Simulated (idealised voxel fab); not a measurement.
process module | voxel double patterning
cross-section cut | 165 nm wide | cells 5 nm
A cross-section is a grid of square cells, given in bands from the top down. A band is one or more rows of cells.
Each band's line starts with the height of the band's top and of its bottom, in nm. Then come its materials from left to right, each with its width in nm. One material with "throughout" fills the band from edge to edge. "air" is empty space.
Height 0 is the level under which the wafer as received is all one material. The lowest band goes on downwards, as in "0 down".
A width such as "30 to 40" changes by the same amount from each row of cells to the next, from the band's top row to its bottom row.
"no change" after a step means that no cell of the cross-section changed.
closed voids: empty space of 8 cells or more with no open way to the top, each as width x height at its distance from the left edge, in nm
after a step's settings: what the simulator itself notes on the step
overlay nm, on a step with a mask: how far to the right of its planned place the mask lay; to the left if negative
plan
1 op RECEIVE | material Si
2 op CONFORMAL_DEP | material SiO2 | thk nm 10
3 op DIRECTIONAL_DEP | material polySi | thk nm 15
4 op DIRECTIONAL_DEP | material SiN | thk nm 10
5 op DIRECTIONAL_DEP | material aC | thk nm 10
6 op PATTERN | tone open | mask id FIRST | material resist | width nm 15 | pitch nm 50 | thk nm 30 | overlay nm 0
7 op DIRECTIONAL_ETCH | etch materials aC | depth nm 10
8 op STRIP | etch materials resist
9 op DIRECTIONAL_ETCH | etch materials SiN | depth nm 10
10 op STRIP | etch materials aC
11 op DIRECTIONAL_DEP | material aC | thk nm 10
12 op PATTERN | tone open | mask id SECOND | material resist | width nm 15 | pitch nm 50 | thk nm 30 | overlay nm 0
13 op DIRECTIONAL_ETCH | etch materials aC | depth nm 10
14 op STRIP | etch materials resist
15 op DIRECTIONAL_ETCH | etch materials SiN | depth nm 10
16 op STRIP | etch materials aC
17 op DIRECTIONAL_ETCH | etch materials polySi | depth nm 15
18 op STRIP | etch materials SiN
as received, after step 1
  0 down: Si throughout
  closed voids: none
a wafer at the end: this start, this plan, one mistake
  25 to 15: SiO2 throughout
  15 to 0: polySi throughout
  0 down: Si throughout
  closed voids: none
what went wrong: steps 2 and 3 were swapped
